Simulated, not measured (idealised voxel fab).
process module | voxel double patterning
cross-section cut | 250 nm wide | cells 5 nm
A cross-section is a grid of square cells, given in bands from the top down. A band is one or more rows of cells.
Each band's line starts with the height of the band's top and of its bottom, in nm. Then come its materials from left to right, each with its width in nm. One material with "throughout" fills the band from edge to edge. "air" is empty space.
Height 0 is the level under which the wafer as received is all one material. The lowest band goes on downwards, as in "0 down".
A width such as "30 to 40" changes by the same amount from each row of cells to the next, from the band's top row to its bottom row.
"no change" after a step means that no cell of the cross-section changed.
closed voids: empty space of 8 cells or more with no open way to the top, each as width x height at its distance from the left edge, in nm
after a step's settings: what the simulator itself notes on the step
overlay nm, on a step with a mask: how far to the right of its planned place the mask lay; to the left if negative
plan
1 op RECEIVE | material Si
2 op CONFORMAL_DEP | material SiO2 | thk nm 10
3 op DIRECTIONAL_DEP | material polySi | thk nm 20
4 op DIRECTIONAL_DEP | material SiN | thk nm 5
5 op MASKED_ETCH | tone open | mask id FIRST | width nm 15 | pitch nm 50 | etch materials SiN | depth nm 5 | overlay nm 0
6 op MASKED_ETCH | tone open | mask id SECOND | width nm 15 | pitch nm 50 | etch materials SiN | depth nm 5 | overlay nm 0
7 op DIRECTIONAL_ETCH | etch materials polySi | depth nm 20
8 op STRIP | etch materials SiN
as received, after step 1
  0 down: Si throughout
  closed voids: none
first wafer at the end, as planned
  30 to 10: polySi 65 | air 15 | polySi 10 | air 15 | polySi 10 | air 15 | polySi 10 | air 15 | polySi 10 | air 15 | polySi 70
  10 to 0: SiO2 throughout
  0 down: Si throughout
  closed voids: none
second wafer at the end: like start, like plan, one mistake
  30 to 10: air 65 | polySi 15 | air 35 | polySi 15 | air 35 | polySi 15 | air 70
  10 to 0: SiO2 throughout
  0 down: Si throughout
  closed voids: none
what went wrong: step 5 ran as: op MASKED_ETCH | tone cover | mask id FIRST | width nm 15 | pitch nm 50 | etch materials SiN | depth nm 5 | overlay nm 0
at the end the second wafer has, in cells: 104 fewer of polySi
